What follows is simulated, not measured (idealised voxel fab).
Title: Process Module voxel ribs on slabs
For reference, the cross-section in this document is cut, with width 165 nm and square cells of 5 nm.
Square cells in a grid make up a cross-section in this document, and the grid is given as bands, listed from the top down, each one or more rows of cells. Band: top height; bottom height; in nm. Then, left to right: material with width in nm, for each material. "full width": a single material spanning edge to edge. "blank": empty space. Heights are expressed relative to 0, this being the level below which the as-received wafer comprises one material exclusively. The lowest band is unbounded in the downward direction and is denoted as in "z 0 and below". Graded width ("30->40"): value in top row of band = first number; value in bottom row = second number; row-to-row change constant. "no modification" (step): cross-section cells unchanged, all of them. In "Completely sealed voids" the enclosed voids are listed, meaning empty spaces of 8 cells or larger without any opening to the top. The form is width x height at distance, distance from the left edge, units nm. Step line, after settings: the simulator's comment on this step. overlay nm: mask offset rightward from planned place, masked step; negative means leftward offset.
Intended process steps:
1. RECEIVE (material Si)
2. DIRECTIONAL_DEP (material SiO2; thk nm 20)
3. DIRECTIONAL_DEP (material SiN; thk nm 15)
4. PATTERN (tone cover; mask id RIB; material resist; width nm 15; thk nm 20; overlay nm 0)
5. DIRECTIONAL_ETCH (etch materials SiN; depth nm 5)
6. STRIP (etch materials resist)
7. MASKED_ETCH (tone cover; mask id SLAB; width nm 55; etch materials SiN; depth nm 10; overlay nm 0)
8. FILL_DEP (material SiO2; thk nm 25)
9. CMP (height nm 55)
10. DIRECTIONAL_DEP (material TiN; thk nm 10)
11. DIRECTIONAL_DEP (material aC; thk nm 10)
12. PATTERN (tone cover; mask id HEATER; material resist; width nm 25; thk nm 30; overlay nm 0)
13. DIRECTIONAL_ETCH (etch materials aC; depth nm 10)
14. STRIP (etch materials resist)
15. DIRECTIONAL_ETCH (etch materials TiN; depth nm 10)
16. STRIP (etch materials aC)
17. CONFORMAL_DEP (material SiO2; thk nm 10)
Wafer as received: cross-section following step 1:
- z 0 and below  Si full width
- Completely sealed voids: none
A wafer at the end: this start, this plan, one mistake:
- z 75 to 65  60 of blank / 45 of SiO2 / 60 of blank
- z 65 to 55  70 of SiO2 / 25 of TiN / 70 of SiO2
- z 55 to 35  SiO2 full width
- z 35 to 30  55 of SiO2 / 20 of SiN / 15 of SiO2 / 20 of SiN / 55 of SiO2
- z 30 to 25  55 of SiO2 / 55 of SiN / 55 of SiO2
- z 25 to 20  SiN full width
- z 20 to 0  SiO2 full width
- z 0 and below  Si full width
- Completely sealed voids: none
In executing the process, a mistake was made relative to the plan: heads up, step 4 didn't go per plan, it actually ran as PATTERN (tone open; mask id RIB; material resist; width nm 15; thk nm 20; overlay nm 0)
